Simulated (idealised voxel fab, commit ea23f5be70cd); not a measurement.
Module name: voxel gate over fins (process module)
For reference, the cross-section in this document is cut, with width 300 nm and square cells of 5 nm.
Heads up, the way a cross-section reads in here is a grid of square cells, handed over as bands from the top down, with every band being one or more rows of cells.
What a band's entry tells you: where the top is and where the bottom is, as heights in nm, and after that what lies inside, material by material from left to right, each with its width in nm. Empty space is written as the word "air", and a single material marked with the word "all across" occupies the band from edge to edge.
Heights are reckoned from 0. Under this level, the received wafer is all of one material. The bottommost band is open-ended downward, for example "0 nm and below".
Read "30..40" as a graded width: first number on top, second number at the bottom, same change between each pair of neighbouring rows.
You'll sometimes find "remained the same" written for a step, and that's the way of saying that nowhere in the cross-section did a cell change during that step.
"Closed void register" enumerates empty spaces isolated from the top, with no open way to it, that contain at least 8 cells, giving each as width x height at distance from the left edge, all three in nm.
It should be noted that, on the line of a given step, the content following the step's settings is a remark produced by the simulator itself with respect to that step.
The line of a step may include "overlay nm". On a step with a mask, this value is how far to the right of its planned place the mask lay. A negative value means the mask lay to the left.

List of planned process steps:
1. RECEIVE | material Si
2. CONFORMAL_DEP | material SiN | thk nm 10
3. PATTERN | tone cover | mask id FINS | material resist | width nm 15 | pitch nm 45 | thk nm 20 | overlay nm 0
4. DIRECTIONAL_ETCH | etch materials SiN | depth nm 10
5. DIRECTIONAL_ETCH | etch materials Si | depth nm 40
6. STRIP | etch materials resist
7. OXIDIZE | depth nm 5
8. FILL_DEP | material SiO2 | thk nm 5
9. CMP | height nm 10
10. SELECTIVE_ETCH | etch materials SiO2 | depth nm 20
11. STRIP | etch materials SiN
12. CONFORMAL_DEP | material HfO2 | thk nm 5
13. CONFORMAL_DEP | material TiN | thk nm 5
14. CONFORMAL_DEP | material TiAl | thk nm 5
15. CONFORMAL_DEP | material TiN | thk nm 5
16. FILL_DEP | material W | thk nm 10
17. CMP | height nm 25
18. CONFORMAL_DEP | material SiN | thk nm 5

Cross-section of the wafer as it came to us, i.e., already through step 1:
	0 nm and below | Si all across
	Closed void register: none

Final cross-section, module run with one mistake (start and plan as above):
	30 nm to 25 nm | SiN all across
	25 nm to 20 nm | W all across
	20 nm to 15 nm | TiN all across
	15 nm to 10 nm | TiAl all across
	10 nm to 5 nm | TiN 125 nm, then TiAl 5 nm, then TiN 40 nm, then TiAl 5 nm, then TiN 125 nm
	5 nm to 0 nm | HfO2 120 nm, then TiN 5 nm, then TiAl 5 nm, then TiN 5 nm, then HfO2 30 nm, then TiN 5 nm, then TiAl 5 nm, then TiN 5 nm, then HfO2 120 nm
	0 nm to -5 nm | Si 115 nm, then HfO2 5 nm, then TiN 15 nm, then HfO2 5 nm, then Si 20 nm, then HfO2 5 nm, then TiN 15 nm, then HfO2 5 nm, then Si 115 nm
	-5 nm to -10 nm | Si 115 nm, then HfO2 25 nm, then Si 20 nm, then HfO2 25 nm, then Si 115 nm
	-10 nm to -45 nm | Si 115 nm, then SiO2 25 nm, then Si 20 nm, then SiO2 25 nm, then Si 115 nm
	-45 nm and below | Si all across
	Closed void register: none
Heads up, the wafer didn't run the way we planned it: step 3 was processed under conditions differing from the plan, specifically as PATTERN | tone open | mask id FINS | material resist | width nm 15 | pitch nm 45 | thk nm 20 | overlay nm 0
